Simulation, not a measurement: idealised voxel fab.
Process module in this document: voxel spacer lines
Cross-section cut spans 220 nm and uses square cells 5 nm in size.
Cross-sections here: square-cell grids, written as top-down lists of bands, a band being one or more rows of cells. The band entry comprises the height of the band's top followed by the height of its bottom, expressed in nm, and subsequently the band's materials from left to right, each stated together with its width in nm. Where a single material is marked with the word "full width", that material fills the band from edge to edge. The word "air" represents empty space. We count height from 0. Below that, the starting wafer is all one material. The lowest band never ends at the bottom but goes on down; see "0 nm and below" for how that is written. A width given as "30->40" starts at the first number in the band's top row and ends at the second number in its bottom row, shifting by an equal amount at every step from row to row. Take "everything unchanged" at face value: in the step it is given for, the cross-section changed in none of its cells. Enclosed voids (no open way to top), threshold 8 cells or more, entry "Closed internal voids", notation width x height at distance, distance from left edge, nm. Whatever follows a step's settings on its line is a remark the simulator itself makes about that step. overlay nm: mask offset rightward from planned place, masked step; negative means leftward offset.

Below is the list of planned process steps:
step 1: RECEIVE [material Si]
step 2: CONFORMAL_DEP [material Al2O3] [thk nm 5]
step 3: DIRECTIONAL_DEP [material TiN] [thk nm 20]
step 4: DIRECTIONAL_DEP [material aC] [thk nm 30]
step 5: PATTERN [tone cover] [mask id MANDREL] [material resist] [width nm 20] [pitch nm 70] [thk nm 40] [overlay nm -15]
step 6: DIRECTIONAL_ETCH [etch materials aC] [depth nm 30]
step 7: STRIP [etch materials resist]
step 8: CONFORMAL_DEP [material SiN] [thk nm 15]
step 9: DIRECTIONAL_ETCH [etch materials SiN] [depth nm 15]
step 10: STRIP [etch materials aC]
step 11: DIRECTIONAL_ETCH [etch materials TiN] [depth nm 20]
step 12: STRIP [etch materials SiN]
The value of overlay nm given for step 5 in the plan refers to the first wafer; the wafers vary in this setting and are alike at the start.

Cross-section, first of several wafers, as delivered after step 1:
> 0 nm and below = Si full width
> Closed internal voids: none

Quick look at the cross-section of the first of several wafers after step 12, which wraps up the module:
> 25 nm to 5 nm = 15 TiN, 20 air, 15 TiN, 20 air, 15 TiN, 20 air, 15 TiN, 20 air, 15 TiN, 20 air, 15 TiN, 30 air
> 5 nm to 0 nm = Al2O3 full width
> 0 nm and below = Si full width
> Closed internal voids: none

Showing the last wafer in cross-section at the end of the module:
> 25 nm to 5 nm = 30 air, 15 TiN, 20 air, 15 TiN, 20 air, 15 TiN, 20 air, 15 TiN, 20 air, 15 TiN, 20 air, 15 TiN
> 5 nm to 0 nm = Al2O3 full width
> 0 nm and below = Si full width
> Closed internal voids: none

each wafer at the end: cells of each material gained (+) or lost (-) since it was received, then its closed voids:
overlay nm -15; +44 Al2O3; +72 TiN; Closed internal voids: none
overlay nm -10; +44 Al2O3; +72 TiN; Closed internal voids: none
overlay nm -5; +44 Al2O3; +72 TiN; Closed internal voids: none
overlay nm 0; +44 Al2O3; +72 TiN; Closed internal voids: none
overlay nm 5; +44 Al2O3; +72 TiN; Closed internal voids: none
overlay nm 10; +44 Al2O3; +72 TiN; Closed internal voids: none
overlay nm 15; +44 Al2O3; +72 TiN; Closed internal voids: none
